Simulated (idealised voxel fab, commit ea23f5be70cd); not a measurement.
The following is a process module called voxel transistor to metal.
For reference, the cross-section in this document is cut, with width 215 nm and square cells of 5 nm.
Format of a cross-section: grid, square cells. Given as bands. Order: top down. Band: one or more rows of cells. The band entry comprises the height of the band's top followed by the height of its bottom, expressed in nm, and subsequently the band's materials from left to right, each stated together with its width in nm. Where a single material is marked with the word "everywhere", that material fills the band from edge to edge. The word "empty" represents empty space. Basically, 0 is our baseline, since under it the wafer straight out of the box is all one material. The bottom band has no lower end and keeps on going down, so it looks like "0 nm and below". Width spec "30 to 40" -> top row of cells at first value, bottom row at second value, equal per-row change in between. When a step is marked "no alteration", none of the cells in the cross-section changed during that step. "Enclosed void list" - sealed voids, min. 8 cells, no opening to top; format: width x height at distance (distance from left edge; nm throughout). Past the settings on a step's line: simulator remark, on that step. The optional step-line setting "overlay nm" applies to steps with a mask and quantifies how far to the right of its planned location the mask lay, a negative value indicating leftward placement.
## Process steps (planned)
- 1: op RECEIVE | material Si
- 2: op OXIDIZE | depth nm 5
- 3: op CONFORMAL_DEP | material SiN | thk nm 10
- 4: op DIRECTIONAL_DEP | material aC | thk nm 10
- 5: op PATTERN | tone cover | mask id ACTIVE | material resist | width nm 110 | thk nm 25 | overlay nm 0
- 6: op DIRECTIONAL_ETCH | etch materials aC | depth nm 10
- 7: op STRIP | etch materials resist
- 8: op DIRECTIONAL_ETCH | etch materials SiN | depth nm 10
- 9: op DIRECTIONAL_ETCH | etch materials SiO2 | depth nm 5
- 10: op DIRECTIONAL_ETCH | etch materials Si | depth nm 35
- 11: op STRIP | etch materials aC
- 12: op OXIDIZE | depth nm 5
- 13: op FILL_DEP | material SiO2 | thk nm 10
- 14: op CMP | height nm 10
- 15: op SELECTIVE_ETCH | etch materials SiO2 | depth nm 10
- 16: op STRIP | etch materials SiN
- 17: op SELECTIVE_ETCH | etch materials SiO2 | depth nm 5
- 18: op OXIDIZE | depth nm 5
- 19: op DIRECTIONAL_DEP | material polySi | thk nm 25
- 20: op DIRECTIONAL_DEP | material SiCN | thk nm 10
- 21: op MASKED_ETCH | tone cover | mask id GATE | width nm 30 | etch materials SiCN | depth nm 20 | overlay nm 0
- 22: op MASKED_ETCH | tone cover | mask id GATE | width nm 30 | etch materials polySi | depth nm 35 | overlay nm 0
- 23: op CONFORMAL_DEP | material SiO2 | thk nm 5
- 24: op DIRECTIONAL_ETCH | etch materials SiO2 | depth nm 5
- 25: op CONFORMAL_DEP | material SiN | thk nm 5
- 26: op DIRECTIONAL_ETCH | etch materials SiN | depth nm 5
- 27: op DIRECTIONAL_ETCH | etch materials SiO2 | depth nm 5
- 28: op DIRECTIONAL_ETCH | etch materials Si | depth nm 15
- 29: op EPI | material SiGe | thk nm 20
- 30: op FILL_DEP | material SiO2 | thk nm 5
- 31: op CMP | height nm 20
- 32: op STRIP | etch materials polySi
- 33: op SELECTIVE_ETCH | etch materials SiO2 | depth nm 5
- 34: op CONFORMAL_DEP | material HfO2 | thk nm 5
- 35: op CONFORMAL_DEP | material TiN | thk nm 5
- 36: op FILL_DEP | material W | thk nm 10
- 37: op CMP | height nm 15
- 38: op DIRECTIONAL_DEP | material SiO2 | thk nm 10
- 39: op PATTERN | tone open | mask id CONTACT | material resist | width nm 15 | pitch nm 75 | thk nm 15 | overlay nm 0
- 40: op DIRECTIONAL_ETCH | etch materials SiO2 | depth nm 15
- 41: op STRIP | etch materials resist
- 42: op CONFORMAL_DEP | material TiN | thk nm 5
- 43: op FILL_DEP | material W | thk nm 10
- 44: op CMP | height nm 25
- 45: op CONFORMAL_DEP | material SiCN | thk nm 5
- 46: op DIRECTIONAL_DEP | material lowk | thk nm 25
- 47: op MASKED_ETCH | tone open | mask id METAL_1 | width nm 15 | pitch nm 75 | etch materials lowk | depth nm 25 | overlay nm 0
- 48: op MASKED_ETCH | tone open | mask id METAL_1 | width nm 15 | pitch nm 75 | etch materials SiCN | depth nm 5 | overlay nm 0
- 49: op CONFORMAL_DEP | material TiN | thk nm 5
- 50: op FILL_DEP | material W | thk nm 10
- 51: op CMP | height nm 55
- 52: op CONFORMAL_DEP | material SiCN | thk nm 5
## Cross-section, incoming material, after step 1
- 0 nm and below | Si everywhere
- Enclosed void list: none
## Run as planned - first of the two wafers cross-sectioned at the end of the module
- 60 nm to 55 nm | SiCN everywhere
- 55 nm to 30 nm | 60 nm lowk, 5 nm TiN, 5 nm W, 5 nm TiN, 60 nm lowk, 5 nm TiN, 5 nm W, 5 nm TiN, 65 nm lowk
- 30 nm to 25 nm | 60 nm SiCN, 15 nm TiN, 60 nm SiCN, 15 nm TiN, 65 nm SiCN
- 25 nm to 15 nm | 60 nm SiO2, 5 nm TiN, 5 nm W, 5 nm TiN, 60 nm SiO2, 5 nm TiN, 5 nm W, 5 nm TiN, 65 nm SiO2
- 15 nm to 10 nm | 60 nm SiO2, 15 nm TiN, 5 nm SiO2, 5 nm SiN, 5 nm HfO2, 5 nm TiN, 20 nm W, 5 nm TiN, 5 nm HfO2, 5 nm SiN, 5 nm SiO2, 15 nm TiN, 65 nm SiO2
- 10 nm to 0 nm | 60 nm SiO2, 20 nm SiGe, 5 nm SiN, 5 nm HfO2, 5 nm TiN, 20 nm W, 5 nm TiN, 5 nm HfO2, 5 nm SiN, 20 nm SiGe, 65 nm SiO2
- 0 nm to -5 nm | 60 nm SiO2, 20 nm SiGe, 5 nm SiN, 5 nm HfO2, 30 nm TiN, 5 nm HfO2, 5 nm SiN, 20 nm SiGe, 65 nm SiO2
- -5 nm to -10 nm | 50 nm SiO2, 30 nm SiGe, 5 nm SiO2, 40 nm HfO2, 5 nm SiO2, 30 nm SiGe, 55 nm SiO2
- -10 nm to -25 nm | 55 nm SiO2, 25 nm SiGe, 50 nm Si, 25 nm SiGe, 60 nm SiO2
- -25 nm to -45 nm | 55 nm SiO2, 100 nm Si, 60 nm SiO2
- -45 nm and below | Si everywhere
- Enclosed void list: none
## Second wafer of the two, sectioned at the end of the module. It began like the first and followed the same plan, but one mistake was made while running it
- 60 nm to 55 nm | SiCN everywhere
- 55 nm to 30 nm | 60 nm lowk, 5 nm TiN, 5 nm W, 5 nm TiN, 60 nm lowk, 5 nm TiN, 5 nm W, 5 nm TiN, 65 nm lowk
- 30 nm to 25 nm | 60 nm SiCN, 15 nm TiN, 60 nm SiCN, 15 nm TiN, 65 nm SiCN
- 25 nm to 15 nm | 60 nm SiO2, 5 nm TiN, 5 nm W, 5 nm TiN, 60 nm SiO2, 5 nm TiN, 5 nm W, 5 nm TiN, 65 nm SiO2
- 15 nm to 10 nm | 60 nm SiO2, 15 nm TiN, 5 nm SiO2, 5 nm SiN, 5 nm TiN, 5 nm HfO2, 20 nm W, 5 nm HfO2, 5 nm TiN, 5 nm SiN, 5 nm SiO2, 15 nm TiN, 65 nm SiO2
- 10 nm to 0 nm | 60 nm SiO2, 20 nm SiGe, 5 nm SiN, 5 nm TiN, 5 nm HfO2, 20 nm W, 5 nm HfO2, 5 nm TiN, 5 nm SiN, 20 nm SiGe, 65 nm SiO2
- 0 nm to -5 nm | 60 nm SiO2, 20 nm SiGe, 5 nm SiN, 5 nm TiN, 30 nm HfO2, 5 nm TiN, 5 nm SiN, 20 nm SiGe, 65 nm SiO2
- -5 nm to -10 nm | 50 nm SiO2, 30 nm SiGe, 5 nm SiO2, 40 nm TiN, 5 nm SiO2, 30 nm SiGe, 55 nm SiO2
- -10 nm to -25 nm | 55 nm SiO2, 25 nm SiGe, 50 nm Si, 25 nm SiGe, 60 nm SiO2
- -25 nm to -45 nm | 55 nm SiO2, 100 nm Si, 60 nm SiO2
- -45 nm and below | Si everywhere
- Enclosed void list: none
Heads up, the wafer didn't run the way we planned it: steps 34 and 35: order swapped relative to plan
Once processing is complete, comparing cell counts shows that the second wafer has more or fewer of certain materials than the first: -4 HfO2 | +4 TiN
